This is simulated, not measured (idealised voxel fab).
process module | voxel released beams
cross-section cut | 225 nm wide | cells 5 nm
A cross-section is a grid of square cells, given in bands from the top down. A band is one or more rows of cells.
Each band's line starts with the height of the band's top and of its bottom, in nm. Then come its materials from left to right, each with its width in nm. One material with "throughout" fills the band from edge to edge. "air" is empty space.
Height 0 is the level under which the wafer as received is all one material. The lowest band goes on downwards, as in "0 down".
A width such as "30 to 40" changes by the same amount from each row of cells to the next, from the band's top row to its bottom row.
"no change" after a step means that no cell of the cross-section changed.
closed voids: empty space of 8 cells or more with no open way to the top, each as width x height at its distance from the left edge, in nm
after a step's settings: what the simulator itself notes on the step
overlay nm, on a step with a mask: how far to the right of its planned place the mask lay; to the left if negative
plan
1 op RECEIVE | material Si
2 op CONFORMAL_DEP | material SiN | thk nm 5
3 op DIRECTIONAL_DEP | material SiO2 | thk nm 10
4 op DIRECTIONAL_DEP | material aC | thk nm 15
5 op PATTERN | tone open | mask id ANCHOR | material resist | width nm 45 | thk nm 35 | overlay nm 0
6 op DIRECTIONAL_ETCH | etch materials aC | depth nm 15
7 op STRIP | etch materials resist
8 op DIRECTIONAL_ETCH | etch materials SiO2 | depth nm 10
9 op STRIP | etch materials aC
10 op CONFORMAL_DEP | material TiN | thk nm 15
11 op PATTERN | tone cover | mask id BEAM | material resist | width nm 90 | thk nm 20 | overlay nm 0
12 op DIRECTIONAL_ETCH | etch materials TiN | depth nm 15
13 op STRIP | etch materials resist
14 op STRIP | etch materials SiO2
as received, after step 1
  0 down: Si throughout
  closed voids: none
a wafer at the end: this start, this plan, one mistake
  30 to 20: air 65 | TiN 65 | air 95
  20 to 15: air 65 | TiN 90 | air 70
  15 to 5: air 55 | TiN 15 | SiO2 45 | TiN 40 | air 70
  5 to 0: SiN throughout
  0 down: Si throughout
  closed voids: none
what went wrong: step 5 ran as: op PATTERN | tone cover | mask id ANCHOR | material resist | width nm 45 | thk nm 35 | overlay nm 0
